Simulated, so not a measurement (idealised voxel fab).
A process module follows: voxel self aligned vias.
The cross-section on display is named cut; it measures 210 nm wide, and its cells are 5 nm squares.
The cross-sections in this document take the form of a grid made of square cells. They are written out as bands, in order from top to bottom. Each band consists of one or more rows of cells.
Basically the band line says how high the top is and how high the bottom is, in nm, and then what's in it from left to right, every material with its width in nm. Empty space shows up as "blank", and if a single material carries "edge to edge" it runs the full band edge to edge.
Heads up on the height convention: 0 is the point under which the incoming wafer is all one material, and the lowest band has no bottom, it just keeps going down, like "0 nm and below".
Read "30 to 40" as a graded width: first number on top, second number at the bottom, same change between each pair of neighbouring rows.
Any step labelled "all unchanged" changed none of the cells in the cross-section.
"Encapsulated voids" enumerates empty spaces isolated from the top, with no open way to it, that contain at least 8 cells, giving each as width x height at distance from the left edge, all three in nm.
On a step's line, text after the settings is the simulator commenting on that step.
"overlay nm" denotes, for a step that has a mask, the displacement of the mask to the right of its planned place, with negative values corresponding to the left.

### Planned process steps
1) RECEIVE [material Si]
2) CONFORMAL_DEP [material SiO2] [thk nm 15]
3) CONFORMAL_DEP [material SiCN] [thk nm 5]
4) DIRECTIONAL_DEP [material lowk] [thk nm 25]
5) DIRECTIONAL_DEP [material aC] [thk nm 15]
6) PATTERN [tone open] [mask id LINES] [material resist] [width nm 20] [pitch nm 50] [thk nm 35] [overlay nm 0]
7) DIRECTIONAL_ETCH [etch materials aC] [depth nm 15]
8) STRIP [etch materials resist]
9) DIRECTIONAL_ETCH [etch materials lowk] [depth nm 25]
10) STRIP [etch materials aC]
11) CONFORMAL_DEP [material TiN] [thk nm 5]
12) FILL_DEP [material W] [thk nm 5]
13) CMP [height nm 45]
14) SELECTIVE_ETCH [etch materials W Ru TiN] [depth nm 5]
15) FILL_DEP [material SiN] [thk nm 10]
16) CMP [height nm 45]
17) DIRECTIONAL_DEP [material lowk] [thk nm 20]
18) PATTERN [tone open] [mask id VIAS] [material resist] [width nm 30] [thk nm 15] [overlay nm 0]
19) DIRECTIONAL_ETCH [etch materials lowk] [depth nm 20]
20) DIRECTIONAL_ETCH [etch materials SiN] [depth nm 5]
21) STRIP [etch materials resist]
22) CONFORMAL_DEP [material TiN] [thk nm 5]
23) FILL_DEP [material Ru] [thk nm 10]
24) CMP [height nm 65]
25) CONFORMAL_DEP [material SiCN] [thk nm 5]

### The cross-section here shows the wafer as received, i.e. in its state after step 1
  0 nm and below: Si edge to edge
  Encapsulated voids: none

### One mistake in running the module, otherwise start and plan as above: cross-section at the end
  70 nm to 65 nm: SiCN edge to edge
  65 nm to 50 nm: 65 lowk; 5 TiN; 20 Ru; 5 TiN; 115 lowk
  50 nm to 45 nm: 65 lowk; 30 TiN; 115 lowk
  45 nm to 40 nm: 70 lowk; 5 SiO2; 10 TiN; 5 SiO2; 30 lowk; 5 SiO2; 10 SiN; 5 SiO2; 70 lowk
  40 nm to 25 nm: 70 lowk; 5 SiO2; 10 W; 5 SiO2; 30 lowk; 5 SiO2; 10 W; 5 SiO2; 70 lowk
  25 nm to 20 nm: 70 lowk; 20 SiO2; 30 lowk; 20 SiO2; 70 lowk
  20 nm to 15 nm: SiCN edge to edge
  15 nm to 0 nm: SiO2 edge to edge
  0 nm and below: Si edge to edge
  Encapsulated voids: none
Run error: not per plan at step 11, really ran CONFORMAL_DEP [material SiO2] [thk nm 5]
